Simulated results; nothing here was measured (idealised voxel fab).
This section sets out a process module, namely voxel capacitor over wiring.
Square cell edge 5 nm, section width 225 nm, ID cut.
The cross-sections in this document take the form of a grid made of square cells. They are written out as bands, in order from top to bottom. Each band consists of one or more rows of cells.
In this notation a band is specified by the heights of its top and bottom, in that order and in nm, after which its materials appear from left to right, each paired with its width in nm. The word "full width" attached to a single material means that material fills the band from edge to edge; the word "air" stands for empty space.
Heads up on the height convention: 0 is the point under which the incoming wafer is all one material, and the lowest band has no bottom, it just keeps going down, like "z 0 and below".
Width "30->40": first value at the band's top row of cells, second value at its bottom row, equal change from row to row.
Step marked "nothing was modified"? Then no cell in the cross-section changed in it.
"Sealed cavities" lists enclosed empty spaces (at least 8 cells, no open path upward to the top), each as width x height at distance from the left edge, in nm.
If you see something after the settings on a step's line, that's the simulator's own remark about that step.
For masked steps, "overlay nm" on the step line gives how far right of plan the mask actually lay; a minus sign means it lay to the left.

## The following list gives the planned process steps
| 1 | op RECEIVE | material Si |
| 2 | op CONFORMAL_DEP | material SiO2 | thk nm 15 |
| 3 | op CONFORMAL_DEP | material SiCN | thk nm 5 |
| 4 | op DIRECTIONAL_DEP | material SiO2 | thk nm 20 |
| 5 | op PATTERN | tone open | mask id METAL_1 | material resist | width nm 30 | pitch nm 95 | thk nm 15 | overlay nm 0 |
| 6 | op DIRECTIONAL_ETCH | etch materials SiO2 | depth nm 20 |
| 7 | op DIRECTIONAL_ETCH | etch materials SiCN | depth nm 5 |
| 8 | op STRIP | etch materials resist |
| 9 | op CONFORMAL_DEP | material TiN | thk nm 5 |
| 10 | op FILL_DEP | material Cu | thk nm 10 |
| 11 | op CMP | height nm 40 |
| 12 | op EPI | material Ru | thk nm 5 |
| 13 | op FILL_DEP | material SiCN | thk nm 5 |
| 14 | op DIRECTIONAL_DEP | material lowk | thk nm 15 |
| 15 | op MASKED_ETCH | tone open | mask id PLUG_1 | width nm 15 | etch materials lowk | depth nm 15 | overlay nm 0 |
| 16 | op MASKED_ETCH | tone open | mask id PLUG_1 | width nm 15 | etch materials SiCN | depth nm 5 | overlay nm 0 |
| 17 | op CONFORMAL_DEP | material TiN | thk nm 5 |
| 18 | op FILL_DEP | material Ru | thk nm 10 |
| 19 | op CMP | height nm 65 |
| 20 | op DIRECTIONAL_DEP | material TiN | thk nm 5 |
| 21 | op DIRECTIONAL_DEP | material SiN | thk nm 5 |
| 22 | op DIRECTIONAL_DEP | material TiN | thk nm 10 |
| 23 | op PATTERN | tone cover | mask id UPPER_PLATE | material resist | width nm 70 | thk nm 15 | overlay nm 0 |
| 24 | op DIRECTIONAL_ETCH | etch materials TiN | depth nm 10 |
| 25 | op DIRECTIONAL_ETCH | etch materials SiN | depth nm 5 |
| 26 | op STRIP | etch materials resist |
| 27 | op PATTERN | tone cover | mask id LOWER_PLATE | material resist | width nm 80 | thk nm 20 | overlay nm 0 |
| 28 | op DIRECTIONAL_ETCH | etch materials TiN | depth nm 5 |
| 29 | op STRIP | etch materials resist |
| 30 | op FILL_DEP | material SiO2 | thk nm 20 |
| 31 | op CMP | height nm 100 |
| 32 | op DIRECTIONAL_DEP | material aC | thk nm 10 |
| 33 | op PATTERN | tone open | mask id PLUG_2 | material resist | width nm 15 | thk nm 30 | overlay nm 0 |
| 34 | op DIRECTIONAL_ETCH | etch materials aC | depth nm 10 |
| 35 | op STRIP | etch materials resist |
| 36 | op DIRECTIONAL_ETCH | etch materials SiO2 | depth nm 15 |
| 37 | op STRIP | etch materials aC |
| 38 | op CONFORMAL_DEP | material TiN | thk nm 5 |
| 39 | op FILL_DEP | material W | thk nm 5 |
| 40 | op CMP | height nm 100 |
| 41 | op CONFORMAL_DEP | material SiCN | thk nm 5 |

## Here's what the wafer looked like in cross-section when it arrived - that's after step 1
  z 0 and below  Si full width
  Sealed cavities: none

## Module complete, cross-section. Starting point and plan per above. One mistake made in running the module
  z 105 to 100  SiCN full width
  z 100 to 90  SiO2 75 nm | TiN 5 nm | W 5 nm | TiN 5 nm | SiO2 135 nm
  z 90 to 85  SiO2 75 nm | TiN 15 nm | SiO2 135 nm
  z 85 to 75  SiO2 65 nm | TiN 70 nm | SiO2 90 nm
  z 75 to 70  SiO2 65 nm | SiN 70 nm | SiO2 90 nm
  z 70 to 65  SiO2 60 nm | TiN 80 nm | SiO2 85 nm
  z 65 to 60  SiCN 65 nm | TiN 15 nm | SiCN 145 nm
  z 60 to 55  SiCN 45 nm | lowk 40 nm | SiCN 55 nm | lowk 40 nm | SiCN 45 nm
  z 55 to 45  lowk full width
  z 45 to 40  lowk 45 nm | Ru 40 nm | lowk 55 nm | Ru 40 nm | lowk 45 nm
  z 40 to 20  SiO2 50 nm | TiN 5 nm | Cu 20 nm | TiN 5 nm | SiO2 65 nm | TiN 5 nm | Cu 20 nm | TiN 5 nm | SiO2 50 nm
  z 20 to 15  SiCN 50 nm | TiN 30 nm | SiCN 65 nm | TiN 30 nm | SiCN 50 nm
  z 15 to 0  SiO2 full width
  z 0 and below  Si full width
  Sealed cavities: none
Processing error: sequence error: steps 13 and 14 interchanged
